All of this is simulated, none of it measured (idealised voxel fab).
process module | voxel gate over fins
cross-section cut | 275 nm wide | cells 5 nm
A cross-section is a grid of square cells, given in bands from the top down. A band is one or more rows of cells.
Each band's line starts with the height of the band's top and of its bottom, in nm. Then come its materials from left to right, each with its width in nm. One material with "throughout" fills the band from edge to edge. "air" is empty space.
Height 0 is the level under which the wafer as received is all one material. The lowest band goes on downwards, as in "0 down".
A width such as "30 to 40" changes by the same amount from each row of cells to the next, from the band's top row to its bottom row.
"no change" after a step means that no cell of the cross-section changed.
closed voids: empty space of 8 cells or more with no open way to the top, each as width x height at its distance from the left edge, in nm
after a step's settings: what the simulator itself notes on the step
overlay nm, on a step with a mask: how far to the right of its planned place the mask lay; to the left if negative
plan
1 op RECEIVE | material Si
2 op CONFORMAL_DEP | material SiN | thk nm 10
3 op DIRECTIONAL_DEP | material aC | thk nm 15
4 op PATTERN | tone cover | mask id FINS | material resist | width nm 15 | pitch nm 60 | thk nm 30 | overlay nm 0
5 op DIRECTIONAL_ETCH | etch materials aC | depth nm 15
6 op STRIP | etch materials resist
7 op DIRECTIONAL_ETCH | etch materials SiN | depth nm 10
8 op DIRECTIONAL_ETCH | etch materials Si | depth nm 30
9 op STRIP | etch materials aC
10 op FILL_DEP | material SiO2 | thk nm 10
11 op CMP | height nm 10
12 op DIRECTIONAL_DEP | material aC | thk nm 15
13 op PATTERN | tone open | mask id RAIL | material resist | width nm 15 | thk nm 35 | overlay nm 0
14 op DIRECTIONAL_ETCH | etch materials aC | depth nm 15
15 op STRIP | etch materials resist
16 op DIRECTIONAL_ETCH | etch materials SiO2 | depth nm 35
17 op STRIP | etch materials aC
18 op CONFORMAL_DEP | material TiN | thk nm 5
19 op FILL_DEP | material W | thk nm 10
20 op CMP | height nm 10
21 op SELECTIVE_ETCH | etch materials W Ru TiN | depth nm 25
22 op FILL_DEP | material SiO2 | thk nm 5
23 op CMP | height nm 10
24 op SELECTIVE_ETCH | etch materials SiO2 | depth nm 20
25 op STRIP | etch materials SiN
26 op CONFORMAL_DEP | material HfO2 | thk nm 5
27 op CONFORMAL_DEP | material TiN | thk nm 5
28 op CONFORMAL_DEP | material TiAl | thk nm 5
29 op CONFORMAL_DEP | material TiN | thk nm 5
30 op FILL_DEP | material W | thk nm 15
31 op CMP | height nm 30
32 op CONFORMAL_DEP | material SiN | thk nm 10
as received, after step 1
  0 down: Si throughout
  closed voids: none
first wafer at the end, as planned
  40 to 30: SiN throughout
  30 to 20: W throughout
  20 to 15: W 80 | TiN 55 | W 5 | TiN 55 | W 80
  15 to 10: W 80 | TiN 5 | TiAl 45 | TiN 5 | W 5 | TiN 5 | TiAl 45 | TiN 5 | W 80
  10 to 5: TiN 85 | TiAl 5 | TiN 35 | TiAl 5 | TiN 15 | TiAl 5 | TiN 35 | TiAl 5 | TiN 85
  5 to 0: TiAl 90 | TiN 5 | HfO2 25 | TiN 5 | TiAl 25 | TiN 5 | HfO2 25 | TiN 5 | TiAl 90
  0 to -5: TiN 95 | HfO2 5 | Si 15 | HfO2 5 | TiN 35 | HfO2 5 | Si 15 | HfO2 5 | TiN 95
  -5 to -10: HfO2 100 | Si 15 | HfO2 45 | Si 15 | HfO2 100
  -10 to -15: SiO2 100 | Si 15 | SiO2 45 | Si 15 | SiO2 100
  -15 to -20: SiO2 100 | Si 15 | SiO2 15 | TiN 5 | W 5 | TiN 5 | SiO2 15 | Si 15 | SiO2 100
  -20 to -25: SiO2 100 | Si 15 | SiO2 15 | TiN 15 | SiO2 15 | Si 15 | SiO2 100
  -25 to -30: SiO2 100 | Si 15 | SiO2 45 | Si 15 | SiO2 100
  -30 down: Si throughout
  closed voids: none
second wafer at the end: like start, like plan, one mistake
  40 to 30: SiN throughout
  30 to 20: W throughout
  20 to 15: W 80 | TiN 55 | W 5 | TiN 55 | W 80
  15 to 10: W 80 | TiN 5 | TiAl 45 | TiN 5 | W 5 | TiN 5 | TiAl 45 | TiN 5 | W 80
  10 to 5: TiN 85 | TiAl 5 | TiN 35 | TiAl 5 | TiN 15 | TiAl 5 | TiN 35 | TiAl 5 | TiN 85
  5 to 0: TiAl 90 | TiN 5 | HfO2 25 | TiN 5 | TiAl 25 | TiN 5 | HfO2 25 | TiN 5 | TiAl 90
  0 to -5: TiN 95 | HfO2 5 | Si 15 | HfO2 5 | TiN 35 | HfO2 5 | Si 15 | HfO2 5 | TiN 95
  -5 to -10: HfO2 100 | Si 15 | HfO2 45 | Si 15 | HfO2 100
  -10 to -15: SiO2 100 | Si 15 | SiO2 45 | Si 15 | SiO2 100
  -15 to -20: SiO2 100 | Si 15 | SiO2 10 | TiN 5 | W 5 | TiN 5 | SiO2 20 | Si 15 | SiO2 100
  -20 to -25: SiO2 100 | Si 15 | SiO2 10 | TiN 15 | SiO2 20 | Si 15 | SiO2 100
  -25 to -30: SiO2 100 | Si 15 | SiO2 45 | Si 15 | SiO2 100
  -30 down: Si throughout
  closed voids: none
what went wrong: step 13 ran as: op PATTERN | tone open | mask id RAIL | material resist | width nm 15 | thk nm 35 | overlay nm -5
at the end the second wafer has, in cells: as many of each material as the first, in other places
